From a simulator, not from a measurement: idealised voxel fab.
The name of this process module is voxel fin reveal.
Cross-sectional view cut (width: 220 nm; square cell size: 5 nm).
Heads up, the way a cross-section reads in here is a grid of square cells, handed over as bands from the top down, with every band being one or more rows of cells. What a band's entry tells you: where the top is and where the bottom is, as heights in nm, and after that what lies inside, material by material from left to right, each with its width in nm. Empty space is written as the word "blank", and a single material marked with the word "full width" occupies the band from edge to edge. Where do heights start? At 0: under that level the wafer as delivered is made of one material only. And the lowest band has no floor; it just carries on downward, as in "from 0 down". With a width like "30 to 40", each row of cells in the band differs from the next by the same amount, the top row carrying the first number and the bottom row the second. Take "remained the same" at face value: in the step it is given for, the cross-section changed in none of its cells. Basically, "Sealed internal cavities" tells you about the enclosed voids: empty spaces with no open way to the top, 8 cells or bigger, each written width x height at distance, where distance is from the left edge, all in nm. Heads up: the bit after the settings on a step's line is the simulator's remark on that step. overlay nm: on a step with a mask, how far right of its planned place the mask lay; negative means left.

Intended process steps
1 RECEIVE (material Si)
2 CONFORMAL_DEP (material SiN; thk nm 10)
3 MASKED_ETCH (tone cover; mask id FINS; width nm 15; pitch nm 45; etch materials SiN; depth nm 10; overlay nm 0)
4 MASKED_ETCH (tone cover; mask id FINS; width nm 15; pitch nm 45; etch materials Si; depth nm 35; overlay nm 0)
5 OXIDIZE (depth nm 5)
6 FILL_DEP (material SiO2; thk nm 10)
7 CMP (height nm 10)
8 SELECTIVE_ETCH (etch materials SiO2; depth nm 35)
9 STRIP (etch materials SiN)

Run as planned: first of two wafers

Incoming wafer, cross-sectional view, post step 1
	from 0 down: Si full width
	Sealed internal cavities: none

Step 2 done - wafer cross-section
	from 10 to 0: SiN full width
	Everything below 0 is unchanged.

Step 3 done - wafer cross-section
	from 10 to 0: blank: 80; SiN: 15; blank: 30; SiN: 15; blank: 80
	Everything below 0 is unchanged.

Step 4 done - wafer cross-section
	from 10 to 0: blank: 80; SiN: 15; blank: 30; SiN: 15; blank: 80
	from 0 to -35: blank: 80; Si: 15; blank: 30; Si: 15; blank: 80
	Everything below -35 is unchanged.

Step 5 done - wafer cross-section
	from 10 to 0: blank: 80; SiN: 15; blank: 30; SiN: 15; blank: 80
	from 0 to -35: blank: 80; SiO2: 5; Si: 5; SiO2: 5; blank: 30; SiO2: 5; Si: 5; SiO2: 5; blank: 80
	from -35 to -40: SiO2: 85; Si: 5; SiO2: 40; Si: 5; SiO2: 85
	Everything below -40 is unchanged.

Step 6 done - wafer cross-section
	from 20 to 10: SiO2 full width
	from 10 to 0: SiO2: 80; SiN: 15; SiO2: 30; SiN: 15; SiO2: 80
	from 0 to -40: SiO2: 85; Si: 5; SiO2: 40; Si: 5; SiO2: 85
	Everything below -40 is unchanged.

Step 7 done - wafer cross-section
	from 10 to 0: SiO2: 80; SiN: 15; SiO2: 30; SiN: 15; SiO2: 80
	Everything below 0 is unchanged.

Step 8 done - wafer cross-section
	from 10 to 0: blank: 80; SiN: 15; blank: 30; SiN: 15; blank: 80
	from 0 to -25: blank: 85; Si: 5; blank: 40; Si: 5; blank: 85
	Everything below -25 is unchanged.

Step 9 done - wafer cross-section
	from 0 to -25: blank: 85; Si: 5; blank: 40; Si: 5; blank: 85
	Everything below -25 is unchanged.

Regarding the second of the two wafers: it shared the first wafer's starting condition and process plan, yet one error occurred during its execution. Its history coincides with that of the first wafer up to and including step 7

The second wafer in cross-section, at the planned close of step 8
	from 10 to 0: SiO2: 80; blank: 15; SiO2: 30; blank: 15; SiO2: 80
	Everything below 0 is unchanged.

The second wafer in cross-section, at the planned close of step 9
	from 0 to -25: blank: 85; Si: 5; blank: 40; Si: 5; blank: 85
	from -25 to -35: SiO2: 45; blank: 40; Si: 5; blank: 40; Si: 5; blank: 40; SiO2: 45
	Everything below -35 is unchanged.
what went wrong: ran 8 and 9 in swapped order versus the plan
Final difference in cells, second wafer against first, listed per material as more or fewer: 48 fewer of SiO2
